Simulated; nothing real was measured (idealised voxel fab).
The document below concerns the process module designated voxel plated lines.
The figure presents cross-section cut, which has a width of 290 nm and is divided into square cells with an edge length of 5 nm.
In what follows, cross-sections appear as grids of square cells, described through bands that run from the top down, where every band is one or more rows of cells.
Top height, bottom height, nm. Materials left to right, width each, nm. Single material + "throughout" = fills band edge to edge. "empty" = empty.
Convention: height 0 is the level below which the wafer, as received, is all one material. The lowest band does not terminate at the bottom but continues downward, represented as "0 -> down".
Per-row width for "30->40": begins at first number (top row of band), ends at second number (bottom row), increment between rows held constant.
Given "everything unchanged" for a step, no cell of the cross-section differs between before and after that step.
"Sealed internal voids" lists enclosed empty spaces (at least 8 cells, no open path upward to the top), each as width x height at distance from the left edge, in nm.
Text after the settings on a step's line: the simulator's own remark on that step.
overlay nm: mask right of planned place by this much (step with mask). Neg. = left.

These are the steps we planned for the process
step 1: RECEIVE | material Si
step 2: CONFORMAL_DEP | material Al2O3 | thk nm 5
step 3: DIRECTIONAL_DEP | material TiN | thk nm 5
step 4: PATTERN | tone open | mask id LINES | material resist | width nm 30 | pitch nm 55 | thk nm 35 | overlay nm 0
step 5: EPI | material Ru | thk nm 10
step 6: EPI | material Ru | thk nm 5
step 7: EPI | material Ru | thk nm 10
step 8: STRIP | etch materials resist
step 9: DIRECTIONAL_ETCH | etch materials TiN | depth nm 5
step 10: CONFORMAL_DEP | material SiCN | thk nm 10

So this is the incoming wafer in cross-section - it's already been through step 1
> 0 -> down = Si throughout
> Sealed internal voids: none

Cross-sectional view of the first of the two wafers upon completion of the module, processed in accordance with the plan
> 45 -> 35 = 35 empty | 50 SiCN | 5 empty | 50 SiCN | 5 empty | 50 SiCN | 5 empty | 50 SiCN | 40 empty
> 35 -> 15 = 35 empty | 10 SiCN | 30 Ru | 10 SiCN | 5 empty | 10 SiCN | 30 Ru | 10 SiCN | 5 empty | 10 SiCN | 30 Ru | 10 SiCN | 5 empty | 10 SiCN | 30 Ru | 10 SiCN | 40 empty
> 15 -> 10 = 45 SiCN | 30 Ru | 25 SiCN | 30 Ru | 25 SiCN | 30 Ru | 25 SiCN | 30 Ru | 50 SiCN
> 10 -> 5 = 45 SiCN | 30 TiN | 25 SiCN | 30 TiN | 25 SiCN | 30 TiN | 25 SiCN | 30 TiN | 50 SiCN
> 5 -> 0 = Al2O3 throughout
> 0 -> down = Si throughout
> Sealed internal voids: none

End of module, second wafer, cross-section. Started like the first, planned like the first, run with one mistake
> 45 -> 35 = 35 empty | 50 TiN | 5 empty | 50 TiN | 5 empty | 50 TiN | 5 empty | 50 TiN | 40 empty
> 35 -> 15 = 35 empty | 10 TiN | 30 Ru | 10 TiN | 5 empty | 10 TiN | 30 Ru | 10 TiN | 5 empty | 10 TiN | 30 Ru | 10 TiN | 5 empty | 10 TiN | 30 Ru | 10 TiN | 40 empty
> 15 -> 10 = 45 TiN | 30 Ru | 25 TiN | 30 Ru | 25 TiN | 30 Ru | 25 TiN | 30 Ru | 50 TiN
> 10 -> 5 = TiN throughout
> 5 -> 0 = Al2O3 throughout
> 0 -> down = Si throughout
> Sealed internal voids: none
Here's what went sideways: off-plan run, step 10, actual operation and settings CONFORMAL_DEP | material TiN | thk nm 10
Count the cells at the end and the second wafer has more or fewer of some materials than the first: SiCN: 212 fewer; TiN: 212 more
